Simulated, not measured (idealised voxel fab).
The process module presented herein is designated voxel capacitor over wiring.
Cross-section cut: width 280 nm, square cells of 5 nm.
Heads up, the way a cross-section reads in here is a grid of square cells, handed over as bands from the top down, with every band being one or more rows of cells.
Read a band's entry like this: the first values are the height of its top and the height of its bottom in nm, and what follows is the sequence of materials from left to right, each with its width in nm. Note that "air" is empty space, and that a single material marked "edge to edge" reaches across the band from edge to edge.
Heads up on the height convention: 0 is the point under which the incoming wafer is all one material, and the lowest band has no bottom, it just keeps going down, like "0 -> down".
Think of "30 to 40" as a width that walks from the first number to the second as you go down the band, top row to bottom row, taking equal-sized steps from row to row.
Reading "no change occurred" for a step: not a cell of the cross-section changed in it.
What "Completely sealed voids" gives you is every empty space of 8 cells or more that is cut off from the top. Each appears as width x height at distance, with the distance taken from the left edge and width, height and distance all in nm.
Anything after a step's settings on that line? It's the simulator's own note about the step.
The optional step-line setting "overlay nm" applies to steps with a mask and quantifies how far to the right of its planned location the mask lay, a negative value indicating leftward placement.
PLANNED PROCESS STEPS
- 1: RECEIVE [material Si]
- 2: CONFORMAL_DEP [material SiO2] [thk nm 10]
- 3: CONFORMAL_DEP [material SiCN] [thk nm 5]
- 4: DIRECTIONAL_DEP [material lowk] [thk nm 25]
- 5: PATTERN [tone open] [mask id METAL_1] [material resist] [width nm 25] [pitch nm 90] [thk nm 15] [overlay nm 0]
- 6: DIRECTIONAL_ETCH [etch materials lowk] [depth nm 25]
- 7: DIRECTIONAL_ETCH [etch materials SiCN] [depth nm 5]
- 8: STRIP [etch materials resist]
- 9: CONFORMAL_DEP [material TiN] [thk nm 5]
- 10: FILL_DEP [material Cu] [thk nm 10]
- 11: CMP [height nm 40]
- 12: CONFORMAL_DEP [material SiCN] [thk nm 5]
- 13: DIRECTIONAL_DEP [material SiO2] [thk nm 15]
- 14: DIRECTIONAL_DEP [material aC] [thk nm 10]
- 15: PATTERN [tone open] [mask id PLUG_1] [material resist] [width nm 15] [thk nm 30] [overlay nm 0]
- 16: DIRECTIONAL_ETCH [etch materials aC] [depth nm 10]
- 17: STRIP [etch materials resist]
- 18: DIRECTIONAL_ETCH [etch materials SiO2] [depth nm 15]
- 19: DIRECTIONAL_ETCH [etch materials SiCN] [depth nm 5]
- 20: STRIP [etch materials aC]
- 21: EPI [material Ru] [thk nm 10]
- 22: EPI [material Ru] [thk nm 10]
- 23: DIRECTIONAL_DEP [material TiN] [thk nm 10]
- 24: DIRECTIONAL_DEP [material HfO2] [thk nm 5]
- 25: DIRECTIONAL_DEP [material TiN] [thk nm 10]
- 26: MASKED_ETCH [tone cover] [mask id UPPER_PLATE] [width nm 70] [etch materials TiN] [depth nm 10] [overlay nm 0]
- 27: MASKED_ETCH [tone cover] [mask id UPPER_PLATE] [width nm 70] [etch materials HfO2] [depth nm 5] [overlay nm 0]
- 28: MASKED_ETCH [tone cover] [mask id LOWER_PLATE] [width nm 80] [etch materials TiN] [depth nm 10] [overlay nm 0]
- 29: FILL_DEP [material SiO2] [thk nm 20]
- 30: CMP [height nm 100]
- 31: PATTERN [tone open] [mask id PLUG_2] [material resist] [width nm 15] [thk nm 20] [overlay nm 0]
- 32: DIRECTIONAL_ETCH [etch materials SiO2] [depth nm 15]
- 33: STRIP [etch materials resist]
- 34: CONFORMAL_DEP [material TiN] [thk nm 5]
- 35: FILL_DEP [material Ru] [thk nm 5]
- 36: CMP [height nm 100]
- 37: CONFORMAL_DEP [material SiN] [thk nm 5]
INCOMING WAFER, CROSS-SECTIONAL VIEW, POST STEP 1
- 0 -> down  Si edge to edge
- Completely sealed voids: none
FIGURE: CROSS-SECTIONAL VIEW OF THE WAFER UPON COMPLETION OF THE MODULE, PROCESSED FROM THE INITIAL STATE AND ACCORDING TO THE PLAN DEPICTED ABOVE, WITH ONE ERROR INTRODUCED DURING EXECUTION
- 105 -> 100  SiN edge to edge
- 100 -> 95  SiO2 (100), then TiN (5), then Ru (5), then TiN (5), then SiO2 (165)
- 95 -> 90  SiO2 (100), then TiN (15), then SiO2 (165)
- 90 -> 80  SiO2 (90), then TiN (70), then SiO2 (120)
- 80 -> 75  SiO2 (90), then HfO2 (70), then SiO2 (120)
- 75 -> 65  SiO2 (85), then TiN (80), then SiO2 (115)
- 65 -> 50  SiO2 (90), then Ru (15), then SiO2 (175)
- 50 -> 45  SiCN (90), then Ru (15), then SiCN (175)
- 45 -> 40  TiN (85), then Cu (15), then TiN (75), then Cu (15), then TiN (90)
- 40 -> 15  lowk (80), then TiN (5), then Cu (15), then TiN (5), then lowk (65), then TiN (5), then Cu (15), then TiN (5), then lowk (85)
- 15 -> 10  SiCN (80), then TiN (25), then SiCN (65), then TiN (25), then SiCN (85)
- 10 -> 0  SiO2 edge to edge
- 0 -> down  Si edge to edge
- Completely sealed voids: none
Where did the run depart from the plan? contrary to plan, step 11 was performed as CMP [height nm 45]
